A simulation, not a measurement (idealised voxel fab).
A process module follows: voxel local oxidation.
Section cut is 290 nm wide and gridded with 5 nm square cells.
Format of a cross-section: grid, square cells. Given as bands. Order: top down. Band: one or more rows of cells. Basically the band line says how high the top is and how high the bottom is, in nm, and then what's in it from left to right, every material with its width in nm. Empty space shows up as "air", and if a single material carries "all across" it runs the full band edge to edge. Where do heights start? At 0: under that level the wafer as delivered is made of one material only. And the lowest band has no floor; it just carries on downward, as in "top 0, no bottom". The expression "30 to 40" gives the width at the extremes of the band, the first number at its top row of cells and the second at its bottom row, with the width changing by equal amounts from each row to the next in between. "nothing was modified" after a step means that no cell of the cross-section changed. If an empty space has no open way to the top and is at least 8 cells in size, "Enclosed void entries" lists it, written width x height at distance, where distance is measured from the left edge and every value is in nm. after a step's settings: what the simulator itself notes on the step. The line of a step may include "overlay nm". On a step with a mask, this value is how far to the right of its planned place the mask lay. A negative value means the mask lay to the left.
# List of planned process steps
1 RECEIVE: material Si
2 CONFORMAL_DEP: material SiO2, thk nm 5
3 CONFORMAL_DEP: material SiN, thk nm 10
4 MASKED_ETCH: tone cover, mask id ACTIVE, width nm 100, pitch nm 140, etch materials SiN, depth nm 10, overlay nm 0
5 SELECTIVE_ETCH: etch materials SiO2, depth nm 5
6 OXIDIZE: depth nm 15
7 STRIP: etch materials SiN
# First of two wafers, processed according to plan
# So this is the incoming wafer in cross-section - it's already been through step 1
    top 0, no bottom = Si all across
    Enclosed void entries: none
# The wafer in cross-section once step 2 is complete
    top 5, bottom 0 = SiO2 all across
    All layers under 0 are left as they were.
# The wafer in cross-section once step 3 is complete
    top 15, bottom 5 = SiN all across
    All layers under 5 are left as they were.
# The wafer in cross-section once step 4 is complete
    top 15, bottom 5 = air: 25, SiN: 100, air: 40, SiN: 100, air: 25
    All layers under 5 are left as they were.
# The wafer in cross-section once step 5 is complete
    top 15, bottom 5 = air: 25, SiN: 100, air: 40, SiN: 100, air: 25
    top 5, bottom 0 = air: 30, SiO2: 90, air: 50, SiO2: 90, air: 30
    All layers under 0 are left as they were.
# The wafer in cross-section once step 6 is complete
    top 15, bottom 5 = air: 25, SiN: 100, air: 40, SiN: 100, air: 25
    top 5, bottom 0 = air: 30, SiO2: 90, air: 50, SiO2: 90, air: 30
    top 0, bottom -15 = SiO2: 45, Si: 60, SiO2: 80, Si: 60, SiO2: 45
    All layers under -15 are left as they were.
# The wafer in cross-section once step 7 is complete
    top 5, bottom 0 = air: 30, SiO2: 90, air: 50, SiO2: 90, air: 30
    All layers under 0 are left as they were.
# Second wafer. Start and plan as for the first. One mistake made in running. Agrees with the first up to and including step 5
# Cross-sectional view of the second wafer at the intended end time of process step 6
    top 15, bottom 5 = air: 25, SiN: 100, air: 40, SiN: 100, air: 25
    top 5, bottom 0 = air: 30, SiO2: 90, air: 50, SiO2: 90, air: 30
    top 0, bottom -5 = SiO2: 35, Si: 80, SiO2: 60, Si: 80, SiO2: 35
    All layers under -5 are left as they were.
# Cross-sectional view of the second wafer at the intended end time of process step 7
    top 5, bottom 0 = air: 30, SiO2: 90, air: 50, SiO2: 90, air: 30
    All layers under 0 are left as they were.
Which mistake was made when the wafer was run? so step 6 ended up running with a different setting than we planned, it ran as OXIDIZE: depth nm 5
Final comparison by cell count, materials where the second wafer has more or fewer than the first: +76 Si | -76 SiO2
